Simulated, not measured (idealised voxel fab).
This section sets out a process module, namely voxel self aligned vias.
165 nm wide, 5 nm square cells: that's cross-section cut.
Format of a cross-section: grid, square cells. Given as bands. Order: top down. Band: one or more rows of cells. Within each band entry, the heights of the top and of the bottom of the band appear first, in that order and in nm; the materials of the band then follow from left to right, each with its corresponding width in nm. The designation "all across" on a single material indicates that it fills the band from edge to edge; the designation "air" indicates empty space. Note: height 0 marks the level under which the wafer is uniformly one material as received. Lowest band unbounded below, written "0..down". Think of "30->40" as a width that walks from the first number to the second as you go down the band, top row to bottom row, taking equal-sized steps from row to row. Any step labelled "same as before" changed none of the cells in the cross-section. Enclosed voids (no open way to top), threshold 8 cells or more, entry "Closed void catalog", notation width x height at distance, distance from left edge, nm. It should be noted that, on the line of a given step, the content following the step's settings is a remark produced by the simulator itself with respect to that step. overlay nm: mask right of planned place by this much (step with mask). Neg. = left.
-- Steps planned for the process
1,RECEIVE, material Si
2,CONFORMAL_DEP, material SiO2, thk nm 15
3,CONFORMAL_DEP, material SiCN, thk nm 5
4,DIRECTIONAL_DEP, material SiO2, thk nm 30
5,PATTERN, tone open, mask id LINES, material resist, width nm 25, pitch nm 75, thk nm 20, overlay nm 0
6,DIRECTIONAL_ETCH, etch materials SiO2, depth nm 30
7,STRIP, etch materials resist
8,CONFORMAL_DEP, material TiN, thk nm 5
9,FILL_DEP, material Ru, thk nm 5
10,CMP, height nm 50
11,SELECTIVE_ETCH, etch materials W Ru TiN, depth nm 5
12,FILL_DEP, material SiN, thk nm 5
13,CMP, height nm 50
14,DIRECTIONAL_DEP, material SiO2, thk nm 20
15,PATTERN, tone open, mask id VIAS, material resist, width nm 45, pitch nm 75, thk nm 20, overlay nm 0
16,DIRECTIONAL_ETCH, etch materials SiO2, depth nm 20
17,DIRECTIONAL_ETCH, etch materials SiN, depth nm 5
18,STRIP, etch materials resist
19,CONFORMAL_DEP, material TiN, thk nm 5
20,FILL_DEP, material Cu, thk nm 10
21,CMP, height nm 70
22,CONFORMAL_DEP, material SiN, thk nm 5
-- Wafer cross-section on receipt, i.e. after step 1
> 0..down = Si all across
> Closed void catalog: none
-- Figure: cross-sectional view of the wafer upon completion of the module, processed from the initial state and according to the plan depicted above, with one error introduced during execution
> 75..70 = SiN all across
> 70..55 = 20 SiO2 / 5 TiN / 35 Cu / 5 TiN / 30 SiO2 / 5 TiN / 35 Cu / 5 TiN / 25 SiO2
> 55..50 = 20 SiO2 / 15 TiN / 20 Cu / 10 TiN / 30 SiO2 / 15 TiN / 20 Cu / 10 TiN / 25 SiO2
> 50..45 = 30 SiO2 / 30 TiN / 45 SiO2 / 30 TiN / 30 SiO2
> 45..25 = 30 SiO2 / 5 TiN / 20 Ru / 5 TiN / 45 SiO2 / 5 TiN / 20 Ru / 5 TiN / 30 SiO2
> 25..20 = 30 SiO2 / 30 TiN / 45 SiO2 / 30 TiN / 30 SiO2
> 20..15 = SiCN all across
> 15..0 = SiO2 all across
> 0..down = Si all across
> Closed void catalog: none
Against the plan, the run slipped here: step 5 went in with a setting other than planned; the actual run was PATTERN, tone open, mask id LINES, material resist, width nm 30, pitch nm 75, thk nm 20, overlay nm 0
